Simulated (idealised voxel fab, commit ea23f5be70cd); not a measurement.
Name of the process module below: voxel tone inversion
It is cross-section cut that appears here, measuring 240 nm in width, its square cells being 5 nm in size.
Notation: cross-section as square-cell grid; stated in bands, top first, going down; one or more cell rows per band. Band entry format. Leading values: height of top, height of bottom, nm. Remainder: materials in left-to-right order, each with its width in nm. Special words: "edge to edge" on a single material, which then fills the band edge to edge; "air", empty space. Height datum 0, below which the as-received substrate wafer is one material. Lowest band open at the bottom, running downward: "from 0 down". Note: "30 to 40" means the width goes from the first number (top row of the band) to the second number (bottom row) in equal steps per row of cells. Where a step carries "remained the same", the cross-section came out of it unchanged, cell for cell. Voids not open to the top, 8 cells minimum: see "Closed void listing". Written width x height at distance; distance is from the left edge; nm. Whatever follows a step's settings on its line is a remark the simulator itself makes about that step. The optional step-line setting "overlay nm" applies to steps with a mask and quantifies how far to the right of its planned location the mask lay, a negative value indicating leftward placement.
-- Intended process steps
| 1 | RECEIVE,material Si |
| 2 | CONFORMAL_DEP,material SiN,thk nm 5 |
| 3 | DIRECTIONAL_DEP,material polySi,thk nm 20 |
| 4 | PATTERN,tone cover,mask id POSTS,material resist,width nm 15,pitch nm 45,thk nm 25,overlay nm 0 |
| 5 | DIRECTIONAL_ETCH,etch materials polySi,depth nm 20 |
| 6 | STRIP,etch materials resist |
| 7 | FILL_DEP,material lowk,thk nm 10 |
| 8 | CMP,height nm 25 |
| 9 | STRIP,etch materials polySi |
| 10 | CONFORMAL_DEP,material TiN,thk nm 5 |
| 11 | FILL_DEP,material Cu,thk nm 10 |
| 12 | CMP,height nm 25 |
| 13 | CONFORMAL_DEP,material SiCN,thk nm 5 |
-- Of two wafers, the first: run according to plan
-- Wafer at receipt (post step 1), cross-section
- from 0 down | Si edge to edge
- Closed void listing: none
-- After step 2, in cross-section
- from 5 to 0 | SiN edge to edge
- Beneath the level 0, the cross-section is identical to its previous state.
-- After step 3, in cross-section
- from 25 to 5 | polySi edge to edge
- Beneath the level 5, the cross-section is identical to its previous state.
-- After step 4, in cross-section
- from 50 to 25 | air=45 | resist=15 | air=30 | resist=15 | air=30 | resist=15 | air=30 | resist=15 | air=45
- Beneath the level 25, the cross-section is identical to its previous state.
-- After step 5, in cross-section
- from 50 to 25 | air=45 | resist=15 | air=30 | resist=15 | air=30 | resist=15 | air=30 | resist=15 | air=45
- from 25 to 5 | air=45 | polySi=15 | air=30 | polySi=15 | air=30 | polySi=15 | air=30 | polySi=15 | air=45
- Beneath the level 5, the cross-section is identical to its previous state.
-- After step 6, in cross-section
- from 25 to 5 | air=45 | polySi=15 | air=30 | polySi=15 | air=30 | polySi=15 | air=30 | polySi=15 | air=45
- Beneath the level 5, the cross-section is identical to its previous state.
-- After step 7, in cross-section
- from 35 to 25 | lowk edge to edge
- from 25 to 5 | lowk=45 | polySi=15 | lowk=30 | polySi=15 | lowk=30 | polySi=15 | lowk=30 | polySi=15 | lowk=45
- Beneath the level 5, the cross-section is identical to its previous state.
-- After step 8, in cross-section
- from 25 to 5 | lowk=45 | polySi=15 | lowk=30 | polySi=15 | lowk=30 | polySi=15 | lowk=30 | polySi=15 | lowk=45
- Beneath the level 5, the cross-section is identical to its previous state.
-- After step 9, in cross-section
- from 25 to 5 | lowk=45 | air=15 | lowk=30 | air=15 | lowk=30 | air=15 | lowk=30 | air=15 | lowk=45
- Beneath the level 5, the cross-section is identical to its previous state.
-- After step 10, in cross-section
- from 30 to 25 | TiN=50 | air=5 | TiN=40 | air=5 | TiN=40 | air=5 | TiN=40 | air=5 | TiN=50
- from 25 to 10 | lowk=45 | TiN=5 | air=5 | TiN=5 | lowk=30 | TiN=5 | air=5 | TiN=5 | lowk=30 | TiN=5 | air=5 | TiN=5 | lowk=30 | TiN=5 | air=5 | TiN=5 | lowk=45
- from 10 to 5 | lowk=45 | TiN=15 | lowk=30 | TiN=15 | lowk=30 | TiN=15 | lowk=30 | TiN=15 | lowk=45
- Beneath the level 5, the cross-section is identical to its previous state.
-- After step 11, in cross-section
- from 40 to 30 | Cu edge to edge
- from 30 to 25 | TiN=50 | Cu=5 | TiN=40 | Cu=5 | TiN=40 | Cu=5 | TiN=40 | Cu=5 | TiN=50
- from 25 to 10 | lowk=45 | TiN=5 | Cu=5 | TiN=5 | lowk=30 | TiN=5 | Cu=5 | TiN=5 | lowk=30 | TiN=5 | Cu=5 | TiN=5 | lowk=30 | TiN=5 | Cu=5 | TiN=5 | lowk=45
- Beneath the level 10, the cross-section is identical to its previous state.
-- After step 12, in cross-section
- from 25 to 10 | lowk=45 | TiN=5 | Cu=5 | TiN=5 | lowk=30 | TiN=5 | Cu=5 | TiN=5 | lowk=30 | TiN=5 | Cu=5 | TiN=5 | lowk=30 | TiN=5 | Cu=5 | TiN=5 | lowk=45
- Beneath the level 10, the cross-section is identical to its previous state.
-- After step 13, in cross-section
- from 30 to 25 | SiCN edge to edge
- Beneath the level 25, the cross-section is identical to its previous state.
-- Notes, second wafer: start = first wafer's, plan = first wafer's, execution had one mistake; history identical to first through step 11
-- The second wafer in cross-section, at the planned close of step 12
- from 15 to 10 | lowk=45 | TiN=5 | Cu=5 | TiN=5 | lowk=30 | TiN=5 | Cu=5 | TiN=5 | lowk=30 | TiN=5 | Cu=5 | TiN=5 | lowk=30 | TiN=5 | Cu=5 | TiN=5 | lowk=45
- Beneath the level 10, the cross-section is identical to its previous state.
-- The second wafer in cross-section, at the planned close of step 13
- from 20 to 15 | SiCN edge to edge
- Beneath the level 15, the cross-section is identical to its previous state.
What broke from the plan during processing? step 12 did not happen as planned, as run it was CMP,height nm 15
Per the end-of-run cell counts, the second wafer holds more or fewer of some materials than the first: 8 fewer of Cu, 16 fewer of TiN, 72 fewer of lowk
